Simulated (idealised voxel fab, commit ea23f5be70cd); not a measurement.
process module | voxel ribs on slabs
cross-section cut | 140 nm wide | cells 5 nm
A cross-section is a grid of square cells, given in bands from the top down. A band is one or more rows of cells.
Each band's line starts with the height of the band's top and of its bottom, in nm. Then come its materials from left to right, each with its width in nm. One material with "throughout" fills the band from edge to edge. "air" is empty space.
Height 0 is the level under which the wafer as received is all one material. The lowest band goes on downwards, as in "0 down".
A width such as "30 to 40" changes by the same amount from each row of cells to the next, from the band's top row to its bottom row.
"no change" after a step means that no cell of the cross-section changed.
closed voids: empty space of 8 cells or more with no open way to the top, each as width x height at its distance from the left edge, in nm
after a step's settings: what the simulator itself notes on the step
overlay nm, on a step with a mask: how far to the right of its planned place the mask lay; to the left if negative
plan
1 op RECEIVE | material Si
2 op DIRECTIONAL_DEP | material SiO2 | thk nm 30
3 op DIRECTIONAL_DEP | material polySi | thk nm 15
4 op MASKED_ETCH | tone cover | mask id RIB | width nm 30 | etch materials polySi | depth nm 5 | overlay nm 0
5 op PATTERN | tone cover | mask id SLAB | material resist | width nm 90 | thk nm 15 | overlay nm 0
6 op DIRECTIONAL_ETCH | etch materials polySi | depth nm 10
7 op STRIP | etch materials resist
8 op FILL_DEP | material SiO2 | thk nm 30
9 op CMP | height nm 65
10 op DIRECTIONAL_DEP | material W | thk nm 10
11 op PATTERN | tone cover | mask id HEATER | material resist | width nm 40 | thk nm 15 | overlay nm 0
12 op DIRECTIONAL_ETCH | etch materials W | depth nm 10
13 op STRIP | etch materials resist
14 op CONFORMAL_DEP | material SiO2 | thk nm 10
as received, after step 1
  0 down: Si throughout
  closed voids: none
a wafer at the end: this start, this plan, one mistake
  85 to 75: air 40 | SiO2 60 | air 40
  75 to 65: SiO2 50 | W 40 | SiO2 50
  65 to 60: SiO2 throughout
  60 to 55: SiO2 55 | polySi 30 | SiO2 55
  55 to 45: SiO2 25 | polySi 90 | SiO2 25
  45 to 30: polySi throughout
  30 to 0: SiO2 throughout
  0 down: Si throughout
  closed voids: none
what went wrong: step 3 was run twice
